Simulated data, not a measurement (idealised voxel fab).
Herein follows the process module entitled voxel capacitor over wiring.
The figure presents cross-section cut, which has a width of 260 nm and is divided into square cells with an edge length of 5 nm.
Think of the cross-section as a grid of square cells. We describe it in bands, top to bottom, and each band covers one or more rows of those cells.
Band entry format. Leading values: height of top, height of bottom, nm. Remainder: materials in left-to-right order, each with its width in nm. Special words: "full width" on a single material, which then fills the band edge to edge; "air", empty space.
Height is counted from the level 0, under which the received wafer is composed throughout of one material. The lowest of the bands is not closed at the bottom but continues downward, in the notation "top 0, no bottom".
Per-row width for "30..40": begins at first number (top row of band), ends at second number (bottom row), increment between rows held constant.
Where a step carries "nothing got changed", the cross-section came out of it unchanged, cell for cell.
"Entrapped voids" - sealed voids, min. 8 cells, no opening to top; format: width x height at distance (distance from left edge; nm throughout).
Post-settings text on a step line: simulator's own remark regarding the step.
What "overlay nm" on a step's line means: if the step has a mask, that mask lay this far to the right of its planned place, or, when the value is negative, to the left.
Planned step list for the process
- 1: op RECEIVE | material Si
- 2: op CONFORMAL_DEP | material SiO2 | thk nm 15
- 3: op DIRECTIONAL_DEP | material TiN | thk nm 5
- 4: op DIRECTIONAL_DEP | material Ru | thk nm 25
- 5: op PATTERN | tone cover | mask id METAL_1 | material resist | width nm 25 | pitch nm 95 | thk nm 15 | overlay nm 0
- 6: op DIRECTIONAL_ETCH | etch materials Ru | depth nm 25
- 7: op DIRECTIONAL_ETCH | etch materials TiN | depth nm 5
- 8: op STRIP | etch materials resist
- 9: op FILL_DEP | material SiO2 | thk nm 5
- 10: op CMP | height nm 45
- 11: op CONFORMAL_DEP | material SiCN | thk nm 5
- 12: op DIRECTIONAL_DEP | material SiO2 | thk nm 10
- 13: op DIRECTIONAL_DEP | material aC | thk nm 10
- 14: op PATTERN | tone open | mask id PLUG_1 | material resist | width nm 15 | thk nm 25 | overlay nm 0
- 15: op DIRECTIONAL_ETCH | etch materials aC | depth nm 10
- 16: op STRIP | etch materials resist
- 17: op DIRECTIONAL_ETCH | etch materials SiO2 | depth nm 10
- 18: op DIRECTIONAL_ETCH | etch materials SiCN | depth nm 5
- 19: op STRIP | etch materials aC
- 20: op EPI | material Ru | thk nm 10
- 21: op EPI | material Ru | thk nm 5
- 22: op DIRECTIONAL_DEP | material TiN | thk nm 5
- 23: op DIRECTIONAL_DEP | material Al2O3 | thk nm 5
- 24: op DIRECTIONAL_DEP | material TiN | thk nm 5
- 25: op MASKED_ETCH | tone cover | mask id UPPER_PLATE | width nm 75 | etch materials TiN | depth nm 5 | overlay nm 0
- 26: op MASKED_ETCH | tone cover | mask id UPPER_PLATE | width nm 75 | etch materials Al2O3 | depth nm 5 | overlay nm 0
- 27: op DIRECTIONAL_DEP | material aC | thk nm 15
- 28: op PATTERN | tone cover | mask id LOWER_PLATE | material resist | width nm 85 | thk nm 30 | overlay nm 0
- 29: op DIRECTIONAL_ETCH | etch materials aC | depth nm 15
- 30: op STRIP | etch materials resist
- 31: op DIRECTIONAL_ETCH | etch materials TiN | depth nm 5
- 32: op STRIP | etch materials aC
- 33: op FILL_DEP | material SiO2 | thk nm 15
- 34: op CMP | height nm 85
- 35: op MASKED_ETCH | tone open | mask id PLUG_2 | width nm 15 | etch materials SiO2 | depth nm 10 | overlay nm 0
- 36: op CONFORMAL_DEP | material TiN | thk nm 5
- 37: op FILL_DEP | material W | thk nm 5
- 38: op CMP | height nm 85
- 39: op CONFORMAL_DEP | material SiN | thk nm 5
First of two wafers: run as planned
The cross-section here shows the wafer as received, i.e. in its state after step 1
- top 0, no bottom: Si full width
- Entrapped voids: none
Cross-section of the wafer after step 2
- top 15, bottom 0: SiO2 full width
- Note: structure below 0 unchanged.
Cross-section of the wafer after step 3
- top 20, bottom 15: TiN full width
- Note: structure below 15 unchanged.
Cross-section of the wafer after step 4
- top 45, bottom 20: Ru full width
- Note: structure below 20 unchanged.
Cross-section of the wafer after step 5
- top 60, bottom 45: 70 air, then 25 resist, then 70 air, then 25 resist, then 70 air
- Note: structure below 45 unchanged.
Cross-section of the wafer after step 6
- top 60, bottom 45: 70 air, then 25 resist, then 70 air, then 25 resist, then 70 air
- top 45, bottom 20: 70 air, then 25 Ru, then 70 air, then 25 Ru, then 70 air
- Note: structure below 20 unchanged.
Cross-section of the wafer after step 7
- top 60, bottom 45: 70 air, then 25 resist, then 70 air, then 25 resist, then 70 air
- top 45, bottom 20: 70 air, then 25 Ru, then 70 air, then 25 Ru, then 70 air
- top 20, bottom 15: 70 air, then 25 TiN, then 70 air, then 25 TiN, then 70 air
- Note: structure below 15 unchanged.
Cross-section of the wafer after step 8
- top 45, bottom 20: 70 air, then 25 Ru, then 70 air, then 25 Ru, then 70 air
- Note: structure below 20 unchanged.
Cross-section of the wafer after step 9
- top 50, bottom 45: SiO2 full width
- top 45, bottom 20: 70 SiO2, then 25 Ru, then 70 SiO2, then 25 Ru, then 70 SiO2
- top 20, bottom 15: 70 SiO2, then 25 TiN, then 70 SiO2, then 25 TiN, then 70 SiO2
- Note: structure below 15 unchanged.
Cross-section of the wafer after step 10
- top 45, bottom 20: 70 SiO2, then 25 Ru, then 70 SiO2, then 25 Ru, then 70 SiO2
- Note: structure below 20 unchanged.
Cross-section of the wafer after step 11
- top 50, bottom 45: SiCN full width
- Note: structure below 45 unchanged.
Cross-section of the wafer after step 12
- top 60, bottom 50: SiO2 full width
- Note: structure below 50 unchanged.
Cross-section of the wafer after step 13
- top 70, bottom 60: aC full width
- Note: structure below 60 unchanged.
Cross-section of the wafer after step 14
- top 95, bottom 70: 80 resist, then 15 air, then 165 resist
- Note: structure below 70 unchanged.
Cross-section of the wafer after step 15
- top 85, bottom 70: 80 resist, then 15 air, then 165 resist
- top 70, bottom 60: 80 aC, then 15 air, then 165 aC
- Note: structure below 60 unchanged.
Cross-section of the wafer after step 16
- top 70, bottom 60: 80 aC, then 15 air, then 165 aC
- Note: structure below 60 unchanged.
Cross-section of the wafer after step 17
- top 70, bottom 60: 80 aC, then 15 air, then 165 aC
- top 60, bottom 50: 80 SiO2, then 15 air, then 165 SiO2
- Note: structure below 50 unchanged.
Cross-section of the wafer after step 18
- top 70, bottom 60: 80 aC, then 15 air, then 165 aC
- top 60, bottom 50: 80 SiO2, then 15 air, then 165 SiO2
- top 50, bottom 45: 80 SiCN, then 15 air, then 165 SiCN
- Note: structure below 45 unchanged.
Cross-section of the wafer after step 19
- top 60, bottom 50: 80 SiO2, then 15 air, then 165 SiO2
- Note: structure below 50 unchanged.
Cross-section of the wafer after step 20
- top 60, bottom 55: 80 SiO2, then 15 air, then 165 SiO2
- top 55, bottom 50: 80 SiO2, then 15 Ru, then 165 SiO2
- top 50, bottom 45: 80 SiCN, then 15 Ru, then 165 SiCN
- Note: structure below 45 unchanged.
Cross-section of the wafer after step 21
- top 60, bottom 50: 80 SiO2, then 15 Ru, then 165 SiO2
- Note: structure below 50 unchanged.
Cross-section of the wafer after step 22
- top 65, bottom 60: TiN full width
- Note: structure below 60 unchanged.
Cross-section of the wafer after step 23
- top 70, bottom 65: Al2O3 full width
- Note: structure below 65 unchanged.
Cross-section of the wafer after step 24
- top 75, bottom 70: TiN full width
- Note: structure below 70 unchanged.
Cross-section of the wafer after step 25
- top 75, bottom 70: 80 air, then 75 TiN, then 105 air
- Note: structure below 70 unchanged.
Cross-section of the wafer after step 26
- top 75, bottom 70: 80 air, then 75 TiN, then 105 air
- top 70, bottom 65: 80 air, then 75 Al2O3, then 105 air
- Note: structure below 65 unchanged.
Cross-section of the wafer after step 27
- top 90, bottom 80: 80 air, then 75 aC, then 105 air
- top 80, bottom 75: aC full width
- top 75, bottom 70: 80 aC, then 75 TiN, then 105 aC
- top 70, bottom 65: 80 aC, then 75 Al2O3, then 105 aC
- Note: structure below 65 unchanged.
Cross-section of the wafer after step 28
- top 120, bottom 90: 75 air, then 85 resist, then 100 air
- top 90, bottom 80: 75 air, then 5 resist, then 75 aC, then 5 resist, then 100 air
- Note: structure below 80 unchanged.
Cross-section of the wafer after step 29
- top 105, bottom 90: 75 air, then 85 resist, then 100 air
- top 90, bottom 80: 75 air, then 5 resist, then 75 aC, then 5 resist, then 100 air
- top 80, bottom 75: 75 air, then 85 aC, then 100 air
- top 75, bottom 70: 75 air, then 5 aC, then 75 TiN, then 5 aC, then 100 air
- top 70, bottom 65: 75 air, then 5 aC, then 75 Al2O3, then 5 aC, then 100 air
- Note: structure below 65 unchanged.
Cross-section of the wafer after step 30
- top 90, bottom 80: 80 air, then 75 aC, then 105 air
- Note: structure below 80 unchanged.
Cross-section of the wafer after step 31
- top 90, bottom 80: 80 air, then 75 aC, then 105 air
- top 80, bottom 75: 75 air, then 85 aC, then 100 air
- top 75, bottom 70: 75 air, then 5 aC, then 75 TiN, then 5 aC, then 100 air
- top 70, bottom 65: 75 air, then 5 aC, then 75 Al2O3, then 5 aC, then 100 air
- top 65, bottom 60: 75 air, then 85 TiN, then 100 air
- Note: structure below 60 unchanged.
Cross-section of the wafer after step 32
- top 75, bottom 70: 80 air, then 75 TiN, then 105 air
- top 70, bottom 65: 80 air, then 75 Al2O3, then 105 air
- Note: structure below 65 unchanged.
Cross-section of the wafer after step 33
- top 90, bottom 75: SiO2 full width
- top 75, bottom 70: 80 SiO2, then 75 TiN, then 105 SiO2
- top 70, bottom 65: 80 SiO2, then 75 Al2O3, then 105 SiO2
- top 65, bottom 60: 75 SiO2, then 85 TiN, then 100 SiO2
- Note: structure below 60 unchanged.
Cross-section of the wafer after step 34
- top 85, bottom 75: SiO2 full width
- Note: structure below 75 unchanged.
Cross-section of the wafer after step 35
- top 85, bottom 75: 90 SiO2, then 15 air, then 155 SiO2
- Note: structure below 75 unchanged.
Cross-section of the wafer after step 36
- top 90, bottom 85: 95 TiN, then 5 air, then 160 TiN
- top 85, bottom 80: 90 SiO2, then 5 TiN, then 5 air, then 5 TiN, then 155 SiO2
- top 80, bottom 70: 90..80 SiO2, then 15..75 TiN, then 155..105 SiO2
- Note: structure below 70 unchanged.
Cross-section of the wafer after step 37
- top 95, bottom 90: W full width
- top 90, bottom 85: 95 TiN, then 5 W, then 160 TiN
- top 85, bottom 80: 90 SiO2, then 5 TiN, then 5 W, then 5 TiN, then 155 SiO2
- Note: structure below 80 unchanged.
Cross-section of the wafer after step 38
- top 85, bottom 80: 90 SiO2, then 5 TiN, then 5 W, then 5 TiN, then 155 SiO2
- Note: structure below 80 unchanged.
Cross-section of the wafer after step 39
- top 90, bottom 85: SiN full width
- Note: structure below 85 unchanged.
Wafer two. Identical start, identical plan. One mistake in execution. Identical history through step 24
The second wafer in cross-section, at the planned close of step 25
- top 75, bottom 70: 75 air, then 75 TiN, then 110 air
- Note: structure below 70 unchanged.
The second wafer in cross-section, at the planned close of step 26
- top 75, bottom 70: 75 air, then 75 TiN, then 110 air
- top 70, bottom 65: 75 air, then 80 Al2O3, then 105 air
- Note: structure below 65 unchanged.
The second wafer in cross-section, at the planned close of step 27
- top 90, bottom 80: 75 air, then 75..80 aC, then 110..105 air
- top 80, bottom 75: aC full width
- top 75, bottom 70: 75 aC, then 75 TiN, then 110 aC
- top 70, bottom 65: 75 aC, then 80 Al2O3, then 105 aC
- Note: structure below 65 unchanged.
The second wafer in cross-section, at the planned close of step 28
- top 120, bottom 90: 75 air, then 85 resist, then 100 air
- top 90, bottom 80: 75 air, then 75..80 aC, then 10..5 resist, then 100 air
- Note: structure below 80 unchanged.
The second wafer in cross-section, at the planned close of step 29
- top 105, bottom 90: 75 air, then 85 resist, then 100 air
- top 90, bottom 80: 75 air, then 75..80 aC, then 10..5 resist, then 100 air
- top 80, bottom 75: 75 air, then 85 aC, then 100 air
- top 75, bottom 70: 75 air, then 75 TiN, then 10 aC, then 100 air
- top 70, bottom 65: 75 air, then 80 Al2O3, then 5 aC, then 100 air
- Note: structure below 65 unchanged.
The second wafer in cross-section, at the planned close of step 30
- top 90, bottom 75: 75 air, then 75..85 aC, then 110..100 air
- Note: structure below 75 unchanged.
The second wafer in cross-section, at the planned close of step 31
- top 90, bottom 75: 75 air, then 75..85 aC, then 110..100 air
- top 75, bottom 70: 75 air, then 75 TiN, then 10 aC, then 100 air
- top 70, bottom 65: 75 air, then 80 Al2O3, then 5 aC, then 100 air
- top 65, bottom 60: 75 air, then 85 TiN, then 100 air
- Note: structure below 60 unchanged.
The second wafer in cross-section, at the planned close of step 32
- top 75, bottom 70: 75 air, then 75 TiN, then 110 air
- top 70, bottom 65: 75 air, then 80 Al2O3, then 105 air
- Note: structure below 65 unchanged.
The second wafer in cross-section, at the planned close of step 33
- top 90, bottom 75: SiO2 full width
- top 75, bottom 70: 75 SiO2, then 75 TiN, then 110 SiO2
- top 70, bottom 65: 75 SiO2, then 80 Al2O3, then 105 SiO2
- top 65, bottom 60: 75 SiO2, then 85 TiN, then 100 SiO2
- Note: structure below 60 unchanged.
The second wafer in cross-section, at the planned close of step 34
- top 85, bottom 75: SiO2 full width
- Note: structure below 75 unchanged.
The second wafer in cross-section, at the planned close of step 35
- top 85, bottom 75: 90 SiO2, then 15 air, then 155 SiO2
- Note: structure below 75 unchanged.
The second wafer in cross-section, at the planned close of step 36
- top 90, bottom 85: 95 TiN, then 5 air, then 160 TiN
- top 85, bottom 80: 90 SiO2, then 5 TiN, then 5 air, then 5 TiN, then 155 SiO2
- top 80, bottom 70: 90..75 SiO2, then 15..75 TiN, then 155..110 SiO2
- Note: structure below 70 unchanged.
The second wafer in cross-section, at the planned close of step 37
- top 95, bottom 90: W full width
- top 90, bottom 85: 95 TiN, then 5 W, then 160 TiN
- top 85, bottom 80: 90 SiO2, then 5 TiN, then 5 W, then 5 TiN, then 155 SiO2
- Note: structure below 80 unchanged.
The second wafer in cross-section, at the planned close of step 38
- top 85, bottom 80: 90 SiO2, then 5 TiN, then 5 W, then 5 TiN, then 155 SiO2
- Note: structure below 80 unchanged.
The second wafer in cross-section, at the planned close of step 39
- top 90, bottom 85: SiN full width
- Note: structure below 85 unchanged.
What was done differently from what was planned? step 25 deviated from plan and actually ran as op MASKED_ETCH | tone cover | mask id UPPER_PLATE | width nm 75 | etch materials TiN | depth nm 5 | overlay nm -5
It is noted that, at the conclusion of processing, the second wafer exhibits a higher or lower cell count for certain materials relative to the first: 1 more of Al2O3, 1 fewer of SiO2
